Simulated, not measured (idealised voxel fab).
Proc. module: voxel wiring stack
Pictured: cross-section cut, 235 nm wide, on a grid of 5 nm square cells.
A cross-section is written here as square cells arranged in a grid, and it is given in bands from the top down, each band taking up one or more rows of cells.
Band entry format. Leading values: height of top, height of bottom, nm. Remainder: materials in left-to-right order, each with its width in nm. Special words: "edge to edge" on a single material, which then fills the band edge to edge; "air", empty space.
A quick word on heights: they are counted from 0, and under that level the wafer as it came to us is one material throughout. The lowest band is different from the rest in having no bottom; it simply continues downward, written as in "0 and below".
A width given as "30 to 40" starts at the first number in the band's top row and ends at the second number in its bottom row, shifting by an equal amount at every step from row to row.
"nothing was modified", as given for a step, is the statement that not any cell of the cross-section underwent a change during that step.
Closed-off voids of 8+ cells (no open route to the top) go in "Sealed cavities", written width x height at distance from the left edge, in nm.
On each step's line, the part that comes after the settings is the simulator's own comment on the step.
Among the settings permitted on a step's line is "overlay nm"; applied to a step with a mask, it specifies the extent to which the mask lay to the right of its planned position, whereas a negative figure signifies a position to the left.
Intended process steps
1 RECEIVE [material Si]
2 CONFORMAL_DEP [material SiO2] [thk nm 15]
3 DIRECTIONAL_DEP [material TiN] [thk nm 5]
4 DIRECTIONAL_DEP [material Ru] [thk nm 25]
5 MASKED_ETCH [tone cover] [mask id METAL_1] [width nm 20] [pitch nm 45] [etch materials Ru] [depth nm 25] [overlay nm 0]
6 MASKED_ETCH [tone cover] [mask id METAL_1] [width nm 20] [pitch nm 45] [etch materials TiN] [depth nm 5] [overlay nm 0]
7 FILL_DEP [material SiO2] [thk nm 10]
8 CMP [height nm 45]
9 CONFORMAL_DEP [material SiCN] [thk nm 5]
10 DIRECTIONAL_DEP [material lowk] [thk nm 10]
11 DIRECTIONAL_DEP [material aC] [thk nm 15]
12 PATTERN [tone open] [mask id PLUG_1] [material resist] [width nm 15] [pitch nm 90] [thk nm 35] [overlay nm 0]
13 DIRECTIONAL_ETCH [etch materials aC] [depth nm 15]
14 STRIP [etch materials resist]
15 DIRECTIONAL_ETCH [etch materials lowk] [depth nm 10]
16 DIRECTIONAL_ETCH [etch materials SiCN] [depth nm 5]
17 STRIP [etch materials aC]
18 CONFORMAL_DEP [material TiN] [thk nm 5]
19 FILL_DEP [material Cu] [thk nm 10]
20 CMP [height nm 60]
21 DIRECTIONAL_DEP [material TiN] [thk nm 5]
22 DIRECTIONAL_DEP [material W] [thk nm 15]
23 MASKED_ETCH [tone cover] [mask id METAL_2] [width nm 20] [pitch nm 45] [etch materials W] [depth nm 15] [overlay nm 0]
24 MASKED_ETCH [tone cover] [mask id METAL_2] [width nm 20] [pitch nm 45] [etch materials TiN] [depth nm 5] [overlay nm 0]
25 CONFORMAL_DEP [material SiCN] [thk nm 5]
26 FILL_DEP [material lowk] [thk nm 10]
27 CMP [height nm 80]
28 CONFORMAL_DEP [material SiN] [thk nm 5]
Wafer cross-section on receipt, i.e. after step 1
* 0 and below: Si edge to edge
* Sealed cavities: none
Run as planned - first of the two wafers cross-sectioned at the end of the module
* 85 down to 80: SiN edge to edge
* 80 down to 65: lowk (35)  SiCN (5)  W (20)  SiCN (5)  lowk (15)  SiCN (5)  W (20)  SiCN (5)  lowk (15)  SiCN (5)  W (20)  SiCN (5)  lowk (15)  SiCN (5)  W (20)  SiCN (5)  lowk (35)
* 65 down to 60: SiCN (40)  TiN (20)  SiCN (25)  TiN (20)  SiCN (25)  TiN (20)  SiCN (25)  TiN (20)  SiCN (40)
* 60 down to 50: lowk (40)  TiN (5)  Cu (5)  TiN (5)  lowk (75)  TiN (5)  Cu (5)  TiN (5)  lowk (90)
* 50 down to 45: SiCN (40)  TiN (15)  SiCN (75)  TiN (15)  SiCN (90)
* 45 down to 20: SiO2 (40)  Ru (20)  SiO2 (25)  Ru (20)  SiO2 (25)  Ru (20)  SiO2 (25)  Ru (20)  SiO2 (40)
* 20 down to 15: SiO2 (40)  TiN (20)  SiO2 (25)  TiN (20)  SiO2 (25)  TiN (20)  SiO2 (25)  TiN (20)  SiO2 (40)
* 15 down to 0: SiO2 edge to edge
* 0 and below: Si edge to edge
* Sealed cavities: none
Cross-section of the latter of the two wafers at module completion. It had an identical start and an identical plan to the former; in running it, one mistake was made
* 85 down to 80: SiN edge to edge
* 80 down to 65: lowk (35)  SiCN (5)  W (20)  SiCN (5)  lowk (15)  SiCN (5)  W (20)  SiCN (5)  lowk (15)  SiCN (5)  W (20)  SiCN (5)  lowk (15)  SiCN (5)  W (20)  SiCN (5)  lowk (35)
* 65 down to 60: SiCN (40)  TiN (20)  SiCN (25)  TiN (20)  SiCN (25)  TiN (20)  SiCN (25)  TiN (20)  SiCN (40)
* 60 down to 50: lowk (40)  TiN (5)  Cu (5)  TiN (5)  lowk (75)  TiN (5)  Cu (5)  TiN (5)  lowk (90)
* 50 down to 45: SiCN (40)  TiN (15)  SiCN (75)  TiN (15)  SiCN (90)
* 45 down to 20: SiO2 (35)  Ru (20)  SiO2 (25)  Ru (20)  SiO2 (25)  Ru (20)  SiO2 (25)  Ru (20)  SiO2 (45)
* 20 down to 15: SiO2 (35)  TiN (25)  SiO2 (20)  TiN (25)  SiO2 (20)  TiN (25)  SiO2 (20)  TiN (25)  SiO2 (40)
* 15 down to 0: SiO2 edge to edge
* 0 and below: Si edge to edge
* Sealed cavities: none
What was done differently from what was planned? contrary to plan, step 5 was performed as MASKED_ETCH [tone cover] [mask id METAL_1] [width nm 20] [pitch nm 45] [etch materials Ru] [depth nm 25] [overlay nm -5]
Final difference in cells, second wafer against first, listed per material as more or fewer: -4 SiO2, +4 TiN
